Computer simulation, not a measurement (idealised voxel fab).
Module name: voxel double patterning (process module)
Shown is cross-section cut, with a width of 295 nm and square cells of size 5 nm.
For the purposes of this document, a cross-section shall be understood as a grid of square cells, specified as bands listed in top-to-bottom order, each band consisting of one or more rows of cells. First you get the band's top height and its bottom height, in nm, and then the materials it's made of, left to right, with each width in nm. If you see a single material with "throughout", that one covers the band edge to edge. "blank" is empty space. Heights from 0 (as-received wafer is one material below). Bottom band endless downward, as "0 nm and below". Note: "30 to 40" means the width goes from the first number (top row of the band) to the second number (bottom row) in equal steps per row of cells. You'll sometimes find "no alterations made" written for a step, and that's the way of saying that nowhere in the cross-section did a cell change during that step. Closed empty spaces (no open way to the top) of 8 cells or more are what "Completely sealed voids" lists, each as width x height at distance from the left edge, nm for all three. Where a step's line continues beyond its settings, the continuation is a remark by the simulator itself on that step. The line of a step may include "overlay nm". On a step with a mask, this value is how far to the right of its planned place the mask lay. A negative value means the mask lay to the left.
Process steps foreseen in the plan
1: RECEIVE [material Si]
2: CONFORMAL_DEP [material SiO2] [thk nm 5]
3: DIRECTIONAL_DEP [material W] [thk nm 10]
4: DIRECTIONAL_DEP [material SiCN] [thk nm 10]
5: DIRECTIONAL_DEP [material aC] [thk nm 15]
6: PATTERN [tone open] [mask id FIRST] [material resist] [width nm 15] [pitch nm 50] [thk nm 35] [overlay nm 0]
7: DIRECTIONAL_ETCH [etch materials aC] [depth nm 15]
8: STRIP [etch materials resist]
9: DIRECTIONAL_ETCH [etch materials SiCN] [depth nm 10]
10: STRIP [etch materials aC]
11: MASKED_ETCH [tone open] [mask id SECOND] [width nm 15] [etch materials SiCN] [depth nm 10] [overlay nm 0]
12: DIRECTIONAL_ETCH [etch materials W] [depth nm 10]
13: STRIP [etch materials SiCN]
Every wafer here starts from the same state; it is the step 11 width nm that distinguishes them, and the value the plan gives belongs to the first wafer.
Cross-section of the first incoming wafer of several, state after step 1
* 0 nm and below | Si throughout
* Completely sealed voids: none
Take any row and you have a wafer at the end of the module: how many cells of each material it has gained (+) or lost (-) since it was received, and then its closed voids
width nm 15, +59 SiO2, +100 W, Completely sealed voids: none
width nm 20, +59 SiO2, +98 W, Completely sealed voids: none
width nm 25, +59 SiO2, +96 W, Completely sealed voids: none
width nm 30, +59 SiO2, +94 W, Completely sealed voids: none
